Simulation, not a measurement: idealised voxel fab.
The process module presented herein is designated voxel wiring stack.
Each square cell in cross-section cut measures 5 nm, and the section as a whole is 140 nm wide.
How to read a cross-section here: the picture is a grid of square cells, written as bands going from the top down, and any band can span one or more rows of cells.
For a band, the entry starts with two heights in nm, that of the top and then that of the bottom, and carries on with the band's materials in order from left to right, each alongside its width in nm; the word "edge to edge" beside a single material means it fills the band edge to edge, and "blank" means empty space.
We count height from 0. Below that, the starting wafer is all one material. The lowest band never ends at the bottom but goes on down; see "0 -> down" for how that is written.
Note: "30..40" means the width goes from the first number (top row of the band) to the second number (bottom row) in equal steps per row of cells.
"no modification" for a step: no cell of the cross-section changed in that step.
"Sealed internal cavities" - sealed voids, min. 8 cells, no opening to top; format: width x height at distance (distance from left edge; nm throughout).
If you see something after the settings on a step's line, that's the simulator's own remark about that step.
On any step carrying a mask, the "overlay nm" setting, if present on the step's line, tells how far right of its planned place the mask lay; negative values point to the left.

# Steps in the process plan
1. RECEIVE, material Si
2. CONFORMAL_DEP, material SiO2, thk nm 10
3. DIRECTIONAL_DEP, material TiN, thk nm 5
4. DIRECTIONAL_DEP, material W, thk nm 20
5. PATTERN, tone cover, mask id METAL_1, material resist, width nm 25, pitch nm 55, thk nm 15, overlay nm 0
6. DIRECTIONAL_ETCH, etch materials W, depth nm 20
7. DIRECTIONAL_ETCH, etch materials TiN, depth nm 5
8. STRIP, etch materials resist
9. CONFORMAL_DEP, material SiCN, thk nm 5
10. FILL_DEP, material lowk, thk nm 5
11. CMP, height nm 35
12. CONFORMAL_DEP, material SiCN, thk nm 5
13. DIRECTIONAL_DEP, material lowk, thk nm 20
14. PATTERN, tone open, mask id PLUG_1, material resist, width nm 15, pitch nm 55, thk nm 15, overlay nm 0
15. DIRECTIONAL_ETCH, etch materials lowk, depth nm 20
16. DIRECTIONAL_ETCH, etch materials SiCN, depth nm 5
17. STRIP, etch materials resist
18. CONFORMAL_DEP, material TiN, thk nm 5
19. FILL_DEP, material Cu, thk nm 5
20. CMP, height nm 60
21. DIRECTIONAL_DEP, material TiN, thk nm 5
22. DIRECTIONAL_DEP, material Ru, thk nm 20
23. PATTERN, tone cover, mask id METAL_2, material resist, width nm 25, pitch nm 55, thk nm 20, overlay nm 0
24. DIRECTIONAL_ETCH, etch materials Ru, depth nm 20
25. DIRECTIONAL_ETCH, etch materials TiN, depth nm 5
26. STRIP, etch materials resist
27. CONFORMAL_DEP, material SiCN, thk nm 5
28. FILL_DEP, material SiO2, thk nm 10
29. CMP, height nm 85
30. CONFORMAL_DEP, material SiCN, thk nm 5
31. DIRECTIONAL_DEP, material lowk, thk nm 35
32. DIRECTIONAL_DEP, material aC, thk nm 10
33. PATTERN, tone open, mask id METAL_3_HOLES, material resist, width nm 15, thk nm 25, overlay nm 0
34. DIRECTIONAL_ETCH, etch materials aC, depth nm 10
35. STRIP, etch materials resist
36. DIRECTIONAL_ETCH, etch materials lowk, depth nm 35
37. STRIP, etch materials aC
38. PATTERN, tone open, mask id METAL_3, material resist, width nm 25, pitch nm 55, thk nm 15, overlay nm 0
39. DIRECTIONAL_ETCH, etch materials lowk, depth nm 20
40. DIRECTIONAL_ETCH, etch materials SiCN, depth nm 5
41. STRIP, etch materials resist
42. CONFORMAL_DEP, material TiN, thk nm 5
43. FILL_DEP, material Cu, thk nm 10
44. CMP, height nm 125
45. CONFORMAL_DEP, material SiCN, thk nm 5

# Of two wafers, the first: run according to plan

# Wafer cross-section on receipt, i.e. after step 1
    0 -> down | Si edge to edge
    Sealed internal cavities: none

# You're looking at a cross-section of the wafer after step 2
    10 -> 0 | SiO2 edge to edge
    Everything below 0 is unchanged.

# You're looking at a cross-section of the wafer after step 3
    15 -> 10 | TiN edge to edge
    Everything below 10 is unchanged.

# You're looking at a cross-section of the wafer after step 4
    35 -> 15 | W edge to edge
    Everything below 15 is unchanged.

# You're looking at a cross-section of the wafer after step 5
    50 -> 35 | blank 30 nm, resist 25 nm, blank 30 nm, resist 25 nm, blank 30 nm
    Everything below 35 is unchanged.

# You're looking at a cross-section of the wafer after step 6
    50 -> 35 | blank 30 nm, resist 25 nm, blank 30 nm, resist 25 nm, blank 30 nm
    35 -> 15 | blank 30 nm, W 25 nm, blank 30 nm, W 25 nm, blank 30 nm
    Everything below 15 is unchanged.

# You're looking at a cross-section of the wafer after step 7
    50 -> 35 | blank 30 nm, resist 25 nm, blank 30 nm, resist 25 nm, blank 30 nm
    35 -> 15 | blank 30 nm, W 25 nm, blank 30 nm, W 25 nm, blank 30 nm
    15 -> 10 | blank 30 nm, TiN 25 nm, blank 30 nm, TiN 25 nm, blank 30 nm
    Everything below 10 is unchanged.

# You're looking at a cross-section of the wafer after step 8
    35 -> 15 | blank 30 nm, W 25 nm, blank 30 nm, W 25 nm, blank 30 nm
    Everything below 15 is unchanged.

# You're looking at a cross-section of the wafer after step 9
    40 -> 35 | blank 25 nm, SiCN 35 nm, blank 20 nm, SiCN 35 nm, blank 25 nm
    35 -> 15 | blank 25 nm, SiCN 5 nm, W 25 nm, SiCN 5 nm, blank 20 nm, SiCN 5 nm, W 25 nm, SiCN 5 nm, blank 25 nm
    15 -> 10 | SiCN 30 nm, TiN 25 nm, SiCN 30 nm, TiN 25 nm, SiCN 30 nm
    Everything below 10 is unchanged.

# You're looking at a cross-section of the wafer after step 10
    45 -> 40 | lowk edge to edge
    40 -> 35 | lowk 25 nm, SiCN 35 nm, lowk 20 nm, SiCN 35 nm, lowk 25 nm
    35 -> 15 | lowk 25 nm, SiCN 5 nm, W 25 nm, SiCN 5 nm, lowk 20 nm, SiCN 5 nm, W 25 nm, SiCN 5 nm, lowk 25 nm
    Everything below 15 is unchanged.

# You're looking at a cross-section of the wafer after step 11
    35 -> 15 | lowk 25 nm, SiCN 5 nm, W 25 nm, SiCN 5 nm, lowk 20 nm, SiCN 5 nm, W 25 nm, SiCN 5 nm, lowk 25 nm
    Everything below 15 is unchanged.

# You're looking at a cross-section of the wafer after step 12
    40 -> 35 | SiCN edge to edge
    Everything below 35 is unchanged.

# You're looking at a cross-section of the wafer after step 13
    60 -> 40 | lowk edge to edge
    Everything below 40 is unchanged.

# You're looking at a cross-section of the wafer after step 14
    75 -> 60 | resist 30 nm, blank 15 nm, resist 40 nm, blank 15 nm, resist 40 nm
    Everything below 60 is unchanged.

# You're looking at a cross-section of the wafer after step 15
    75 -> 60 | resist 30 nm, blank 15 nm, resist 40 nm, blank 15 nm, resist 40 nm
    60 -> 40 | lowk 30 nm, blank 15 nm, lowk 40 nm, blank 15 nm, lowk 40 nm
    Everything below 40 is unchanged.

# You're looking at a cross-section of the wafer after step 16
    75 -> 60 | resist 30 nm, blank 15 nm, resist 40 nm, blank 15 nm, resist 40 nm
    60 -> 40 | lowk 30 nm, blank 15 nm, lowk 40 nm, blank 15 nm, lowk 40 nm
    40 -> 35 | SiCN 30 nm, blank 15 nm, SiCN 40 nm, blank 15 nm, SiCN 40 nm
    Everything below 35 is unchanged.

# You're looking at a cross-section of the wafer after step 17
    60 -> 40 | lowk 30 nm, blank 15 nm, lowk 40 nm, blank 15 nm, lowk 40 nm
    Everything below 40 is unchanged.

# You're looking at a cross-section of the wafer after step 18
    65 -> 60 | TiN 35 nm, blank 5 nm, TiN 50 nm, blank 5 nm, TiN 45 nm
    60 -> 40 | lowk 30 nm, TiN 5 nm, blank 5 nm, TiN 5 nm, lowk 40 nm, TiN 5 nm, blank 5 nm, TiN 5 nm, lowk 40 nm
    40 -> 35 | SiCN 30 nm, TiN 15 nm, SiCN 40 nm, TiN 15 nm, SiCN 40 nm
    Everything below 35 is unchanged.

# You're looking at a cross-section of the wafer after step 19
    70 -> 65 | Cu edge to edge
    65 -> 60 | TiN 35 nm, Cu 5 nm, TiN 50 nm, Cu 5 nm, TiN 45 nm
    60 -> 40 | lowk 30 nm, TiN 5 nm, Cu 5 nm, TiN 5 nm, lowk 40 nm, TiN 5 nm, Cu 5 nm, TiN 5 nm, lowk 40 nm
    Everything below 40 is unchanged.

# You're looking at a cross-section of the wafer after step 20
    60 -> 40 | lowk 30 nm, TiN 5 nm, Cu 5 nm, TiN 5 nm, lowk 40 nm, TiN 5 nm, Cu 5 nm, TiN 5 nm, lowk 40 nm
    Everything below 40 is unchanged.

# You're looking at a cross-section of the wafer after step 21
    65 -> 60 | TiN edge to edge
    Everything below 60 is unchanged.

# You're looking at a cross-section of the wafer after step 22
    85 -> 65 | Ru edge to edge
    Everything below 65 is unchanged.

# You're looking at a cross-section of the wafer after step 23
    105 -> 85 | blank 30 nm, resist 25 nm, blank 30 nm, resist 25 nm, blank 30 nm
    Everything below 85 is unchanged.

# You're looking at a cross-section of the wafer after step 24
    105 -> 85 | blank 30 nm, resist 25 nm, blank 30 nm, resist 25 nm, blank 30 nm
    85 -> 65 | blank 30 nm, Ru 25 nm, blank 30 nm, Ru 25 nm, blank 30 nm
    Everything below 65 is unchanged.

# You're looking at a cross-section of the wafer after step 25
    105 -> 85 | blank 30 nm, resist 25 nm, blank 30 nm, resist 25 nm, blank 30 nm
    85 -> 65 | blank 30 nm, Ru 25 nm, blank 30 nm, Ru 25 nm, blank 30 nm
    65 -> 60 | blank 30 nm, TiN 25 nm, blank 30 nm, TiN 25 nm, blank 30 nm
    Everything below 60 is unchanged.

# You're looking at a cross-section of the wafer after step 26
    85 -> 65 | blank 30 nm, Ru 25 nm, blank 30 nm, Ru 25 nm, blank 30 nm
    Everything below 65 is unchanged.

# You're looking at a cross-section of the wafer after step 27
    90 -> 85 | blank 25 nm, SiCN 35 nm, blank 20 nm, SiCN 35 nm, blank 25 nm
    85 -> 65 | blank 25 nm, SiCN 5 nm, Ru 25 nm, SiCN 5 nm, blank 20 nm, SiCN 5 nm, Ru 25 nm, SiCN 5 nm, blank 25 nm
    65 -> 60 | SiCN 30 nm, TiN 25 nm, SiCN 30 nm, TiN 25 nm, SiCN 30 nm
    Everything below 60 is unchanged.

# You're looking at a cross-section of the wafer after step 28
    100 -> 90 | SiO2 edge to edge
    90 -> 85 | SiO2 25 nm, SiCN 35 nm, SiO2 20 nm, SiCN 35 nm, SiO2 25 nm
    85 -> 65 | SiO2 25 nm, SiCN 5 nm, Ru 25 nm, SiCN 5 nm, SiO2 20 nm, SiCN 5 nm, Ru 25 nm, SiCN 5 nm, SiO2 25 nm
    Everything below 65 is unchanged.

# You're looking at a cross-section of the wafer after step 29
    85 -> 65 | SiO2 25 nm, SiCN 5 nm, Ru 25 nm, SiCN 5 nm, SiO2 20 nm, SiCN 5 nm, Ru 25 nm, SiCN 5 nm, SiO2 25 nm
    Everything below 65 is unchanged.

# You're looking at a cross-section of the wafer after step 30
    90 -> 85 | SiCN edge to edge
    Everything below 85 is unchanged.

# You're looking at a cross-section of the wafer after step 31
    125 -> 90 | lowk edge to edge
    Everything below 90 is unchanged.

# You're looking at a cross-section of the wafer after step 32
    135 -> 125 | aC edge to edge
    Everything below 125 is unchanged.

# You're looking at a cross-section of the wafer after step 33
    160 -> 135 | resist 30 nm, blank 15 nm, resist 95 nm
    Everything below 135 is unchanged.

# You're looking at a cross-section of the wafer after step 34
    150 -> 135 | resist 30 nm, blank 15 nm, resist 95 nm
    135 -> 125 | aC 30 nm, blank 15 nm, aC 95 nm
    Everything below 125 is unchanged.

# You're looking at a cross-section of the wafer after step 35
    135 -> 125 | aC 30 nm, blank 15 nm, aC 95 nm
    Everything below 125 is unchanged.

# You're looking at a cross-section of the wafer after step 36
    135 -> 125 | aC 30 nm, blank 15 nm, aC 95 nm
    125 -> 90 | lowk 30 nm, blank 15 nm, lowk 95 nm
    Everything below 90 is unchanged.

# You're looking at a cross-section of the wafer after step 37
    125 -> 90 | lowk 30 nm, blank 15 nm, lowk 95 nm
    Everything below 90 is unchanged.

# You're looking at a cross-section of the wafer after step 38
    140 -> 125 | resist 30 nm, blank 25 nm, resist 30 nm, blank 25 nm, resist 30 nm
    Everything below 125 is unchanged.

# You're looking at a cross-section of the wafer after step 39
    140 -> 125 | resist 30 nm, blank 25 nm, resist 30 nm, blank 25 nm, resist 30 nm
    125 -> 105 | lowk 30 nm, blank 25 nm, lowk 30 nm, blank 25 nm, lowk 30 nm
    Everything below 105 is unchanged.

# You're looking at a cross-section of the wafer after step 40
    140 -> 125 | resist 30 nm, blank 25 nm, resist 30 nm, blank 25 nm, resist 30 nm
    125 -> 105 | lowk 30 nm, blank 25 nm, lowk 30 nm, blank 25 nm, lowk 30 nm
    105 -> 90 | lowk 30 nm, blank 15 nm, lowk 95 nm
    90 -> 85 | SiCN 30 nm, blank 15 nm, SiCN 95 nm
    Everything below 85 is unchanged.

# You're looking at a cross-section of the wafer after step 41
    125 -> 105 | lowk 30 nm, blank 25 nm, lowk 30 nm, blank 25 nm, lowk 30 nm
    Everything below 105 is unchanged.

# You're looking at a cross-section of the wafer after step 42
    130 -> 125 | TiN 35 nm, blank 15 nm, TiN 40 nm, blank 15 nm, TiN 35 nm
    125 -> 110 | lowk 30 nm, TiN 5 nm, blank 15 nm, TiN 5 nm, lowk 30 nm, TiN 5 nm, blank 15 nm, TiN 5 nm, lowk 30 nm
    110 -> 105 | lowk 30 nm, TiN 5 nm, blank 5 nm, TiN 15 nm, lowk 30 nm, TiN 25 nm, lowk 30 nm
    105 -> 90 | lowk 30 nm, TiN 5 nm, blank 5 nm, TiN 5 nm, lowk 95 nm
    90 -> 85 | SiCN 30 nm, TiN 15 nm, SiCN 95 nm
    Everything below 85 is unchanged.

# You're looking at a cross-section of the wafer after step 43
    140 -> 130 | Cu edge to edge
    130 -> 125 | TiN 35 nm, Cu 15 nm, TiN 40 nm, Cu 15 nm, TiN 35 nm
    125 -> 110 | lowk 30 nm, TiN 5 nm, Cu 15 nm, TiN 5 nm, lowk 30 nm, TiN 5 nm, Cu 15 nm, TiN 5 nm, lowk 30 nm
    110 -> 105 | lowk 30 nm, TiN 5 nm, Cu 5 nm, TiN 15 nm, lowk 30 nm, TiN 25 nm, lowk 30 nm
    105 -> 90 | lowk 30 nm, TiN 5 nm, Cu 5 nm, TiN 5 nm, lowk 95 nm
    Everything below 90 is unchanged.

# You're looking at a cross-section of the wafer after step 44
    125 -> 110 | lowk 30 nm, TiN 5 nm, Cu 15 nm, TiN 5 nm, lowk 30 nm, TiN 5 nm, Cu 15 nm, TiN 5 nm, lowk 30 nm
    Everything below 110 is unchanged.

# You're looking at a cross-section of the wafer after step 45
    130 -> 125 | SiCN edge to edge
    Everything below 125 is unchanged.

# Wafer two of the pair: same origin, same plan, one error during the run; identical to wafer one up to and including step 22

# Second wafer, cut view, end of step 23 per plan
    105 -> 85 | blank 35 nm, resist 20 nm, blank 35 nm, resist 20 nm, blank 30 nm
    Everything below 85 is unchanged.

# Second wafer, cut view, end of step 24 per plan
    105 -> 85 | blank 35 nm, resist 20 nm, blank 35 nm, resist 20 nm, blank 30 nm
    85 -> 65 | blank 35 nm, Ru 20 nm, blank 35 nm, Ru 20 nm, blank 30 nm
    Everything below 65 is unchanged.

# Second wafer, cut view, end of step 25 per plan
    105 -> 85 | blank 35 nm, resist 20 nm, blank 35 nm, resist 20 nm, blank 30 nm
    85 -> 65 | blank 35 nm, Ru 20 nm, blank 35 nm, Ru 20 nm, blank 30 nm
    65 -> 60 | blank 35 nm, TiN 20 nm, blank 35 nm, TiN 20 nm, blank 30 nm
    Everything below 60 is unchanged.

# Second wafer, cut view, end of step 26 per plan
    85 -> 65 | blank 35 nm, Ru 20 nm, blank 35 nm, Ru 20 nm, blank 30 nm
    Everything below 65 is unchanged.

# Second wafer, cut view, end of step 27 per plan
    90 -> 85 | blank 30 nm, SiCN 30 nm, blank 25 nm, SiCN 30 nm, blank 25 nm
    85 -> 65 | blank 30 nm, SiCN 5 nm, Ru 20 nm, SiCN 5 nm, blank 25 nm, SiCN 5 nm, Ru 20 nm, SiCN 5 nm, blank 25 nm
    65 -> 60 | SiCN 35 nm, TiN 20 nm, SiCN 35 nm, TiN 20 nm, SiCN 30 nm
    Everything below 60 is unchanged.

# Second wafer, cut view, end of step 28 per plan
    100 -> 90 | SiO2 edge to edge
    90 -> 85 | SiO2 30 nm, SiCN 30 nm, SiO2 25 nm, SiCN 30 nm, SiO2 25 nm
    85 -> 65 | SiO2 30 nm, SiCN 5 nm, Ru 20 nm, SiCN 5 nm, SiO2 25 nm, SiCN 5 nm, Ru 20 nm, SiCN 5 nm, SiO2 25 nm
    Everything below 65 is unchanged.

# Second wafer, cut view, end of step 29 per plan
    85 -> 65 | SiO2 30 nm, SiCN 5 nm, Ru 20 nm, SiCN 5 nm, SiO2 25 nm, SiCN 5 nm, Ru 20 nm, SiCN 5 nm, SiO2 25 nm
    Everything below 65 is unchanged.

# Second wafer, cut view, end of step 30 per plan
    90 -> 85 | SiCN edge to edge
    Everything below 85 is unchanged.

# Second wafer, cut view, end of step 31 per plan
    125 -> 90 | lowk edge to edge
    Everything below 90 is unchanged.

# Second wafer, cut view, end of step 32 per plan
    135 -> 125 | aC edge to edge
    Everything below 125 is unchanged.

# Second wafer, cut view, end of step 33 per plan
    160 -> 135 | resist 30 nm, blank 15 nm, resist 95 nm
    Everything below 135 is unchanged.

# Second wafer, cut view, end of step 34 per plan
    150 -> 135 | resist 30 nm, blank 15 nm, resist 95 nm
    135 -> 125 | aC 30 nm, blank 15 nm, aC 95 nm
    Everything below 125 is unchanged.

# Second wafer, cut view, end of step 35 per plan
    135 -> 125 | aC 30 nm, blank 15 nm, aC 95 nm
    Everything below 125 is unchanged.

# Second wafer, cut view, end of step 36 per plan
    135 -> 125 | aC 30 nm, blank 15 nm, aC 95 nm
    125 -> 90 | lowk 30 nm, blank 15 nm, lowk 95 nm
    Everything below 90 is unchanged.

# Second wafer, cut view, end of step 37 per plan
    125 -> 90 | lowk 30 nm, blank 15 nm, lowk 95 nm
    Everything below 90 is unchanged.

# Second wafer, cut view, end of step 38 per plan
    140 -> 125 | resist 30 nm, blank 25 nm, resist 30 nm, blank 25 nm, resist 30 nm
    Everything below 125 is unchanged.

# Second wafer, cut view, end of step 39 per plan
    140 -> 125 | resist 30 nm, blank 25 nm, resist 30 nm, blank 25 nm, resist 30 nm
    125 -> 105 | lowk 30 nm, blank 25 nm, lowk 30 nm, blank 25 nm, lowk 30 nm
    Everything below 105 is unchanged.

# Second wafer, cut view, end of step 40 per plan
    140 -> 125 | resist 30 nm, blank 25 nm, resist 30 nm, blank 25 nm, resist 30 nm
    125 -> 105 | lowk 30 nm, blank 25 nm, lowk 30 nm, blank 25 nm, lowk 30 nm
    105 -> 90 | lowk 30 nm, blank 15 nm, lowk 95 nm
    90 -> 85 | SiCN 30 nm, blank 15 nm, SiCN 95 nm
    Everything below 85 is unchanged.

# Second wafer, cut view, end of step 41 per plan
    125 -> 105 | lowk 30 nm, blank 25 nm, lowk 30 nm, blank 25 nm, lowk 30 nm
    Everything below 105 is unchanged.

# Second wafer, cut view, end of step 42 per plan
    130 -> 125 | TiN 35 nm, blank 15 nm, TiN 40 nm, blank 15 nm, TiN 35 nm
    125 -> 110 | lowk 30 nm, TiN 5 nm, blank 15 nm, TiN 5 nm, lowk 30 nm, TiN 5 nm, blank 15 nm, TiN 5 nm, lowk 30 nm
    110 -> 105 | lowk 30 nm, TiN 5 nm, blank 5 nm, TiN 15 nm, lowk 30 nm, TiN 25 nm, lowk 30 nm
    105 -> 90 | lowk 30 nm, TiN 5 nm, blank 5 nm, TiN 5 nm, lowk 95 nm
    90 -> 85 | SiCN 30 nm, TiN 15 nm, SiCN 95 nm
    Everything below 85 is unchanged.

# Second wafer, cut view, end of step 43 per plan
    140 -> 130 | Cu edge to edge
    130 -> 125 | TiN 35 nm, Cu 15 nm, TiN 40 nm, Cu 15 nm, TiN 35 nm
    125 -> 110 | lowk 30 nm, TiN 5 nm, Cu 15 nm, TiN 5 nm, lowk 30 nm, TiN 5 nm, Cu 15 nm, TiN 5 nm, lowk 30 nm
    110 -> 105 | lowk 30 nm, TiN 5 nm, Cu 5 nm, TiN 15 nm, lowk 30 nm, TiN 25 nm, lowk 30 nm
    105 -> 90 | lowk 30 nm, TiN 5 nm, Cu 5 nm, TiN 5 nm, lowk 95 nm
    Everything below 90 is unchanged.

# Second wafer, cut view, end of step 44 per plan
    125 -> 110 | lowk 30 nm, TiN 5 nm, Cu 15 nm, TiN 5 nm, lowk 30 nm, TiN 5 nm, Cu 15 nm, TiN 5 nm, lowk 30 nm
    Everything below 110 is unchanged.

# Second wafer, cut view, end of step 45 per plan
    130 -> 125 | SiCN edge to edge
    Everything below 125 is unchanged.
Finding, execution versus plan: off-plan run, step 23, actual operation and settings PATTERN, tone cover, mask id METAL_2, material resist, width nm 20, pitch nm 55, thk nm 20, overlay nm 0
Count the cells at the end and the second wafer has more or fewer of some materials than the first: Ru: 8 fewer; SiCN: 2 more; SiO2: 8 more; TiN: 2 fewer
